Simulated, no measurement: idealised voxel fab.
This is a process module. Its name is voxel ribs on slabs.
Section cut is 240 nm wide and gridded with 5 nm square cells.
Cross-section, as written here: a square-cell grid given band by band from the top down, where a band holds one or more rows of cells. Read a band's entry like this: the first values are the height of its top and the height of its bottom in nm, and what follows is the sequence of materials from left to right, each with its width in nm. Note that "empty" is empty space, and that a single material marked "full width" reaches across the band from edge to edge. Height reference: 0 = level under which incoming wafer is all one material. Lowest band: no bottom, runs on downward, e.g. "top 0, no bottom". The notation "30..40" denotes a width that varies across the rows of cells in the band, beginning at the first number in the top row, finishing at the second number in the bottom row, and changing by an identical amount from each row to the next. Key: "no modification" - step with no changed cell in the cross-section. The list in "Entrapped voids" covers empty spaces of 8 cells or more that cannot reach the top through any open way, and it gives each as width x height at distance; the distance is from the left edge, and width, height and distance are in nm. Formally, on a step line, whatever follows the settings is a remark that the simulator itself makes on the step. overlay nm: how far to the right of its planned place the mask lay on this masked step (negative: to the left).

-- Here's what the planned process steps look like
1,RECEIVE (material Si)
2,DIRECTIONAL_DEP (material SiO2; thk nm 25)
3,DIRECTIONAL_DEP (material polySi; thk nm 20)
4,PATTERN (tone cover; mask id RIB; material resist; width nm 30; thk nm 20; overlay nm 0)
5,DIRECTIONAL_ETCH (etch materials polySi; depth nm 5)
6,STRIP (etch materials resist)
7,DIRECTIONAL_DEP (material aC; thk nm 15)
8,PATTERN (tone cover; mask id SLAB; material resist; width nm 60; thk nm 35; overlay nm 0)
9,DIRECTIONAL_ETCH (etch materials aC; depth nm 15)
10,STRIP (etch materials resist)
11,DIRECTIONAL_ETCH (etch materials polySi; depth nm 15)
12,STRIP (etch materials aC)
13,FILL_DEP (material SiO2; thk nm 30)
14,CMP (height nm 65)
15,DIRECTIONAL_DEP (material TiN; thk nm 5)
16,MASKED_ETCH (tone cover; mask id HEATER; width nm 40; etch materials TiN; depth nm 5; overlay nm 0)
17,CONFORMAL_DEP (material SiN; thk nm 5)

-- Step 1 complete: cross-section of the wafer as received
top 0, no bottom  Si full width
Entrapped voids: none

-- Here's the wafer cut in cross-section after the module, started and planned just like above, except one thing was done wrong in the run
top 75, bottom 70  95 nm empty, then 50 nm SiN, then 95 nm empty
top 70, bottom 65  100 nm SiN, then 40 nm TiN, then 100 nm SiN
top 65, bottom 45  SiO2 full width
top 45, bottom 40  95 nm SiO2, then 30 nm polySi, then 115 nm SiO2
top 40, bottom 25  90 nm SiO2, then 60 nm polySi, then 90 nm SiO2
top 25, bottom 0  SiO2 full width
top 0, no bottom  Si full width
Entrapped voids: none
Which mistake was made when the wafer was run? step 4 ran differently from the plan; actual operation with settings: PATTERN (tone cover; mask id RIB; material resist; width nm 30; thk nm 20; overlay nm -10)
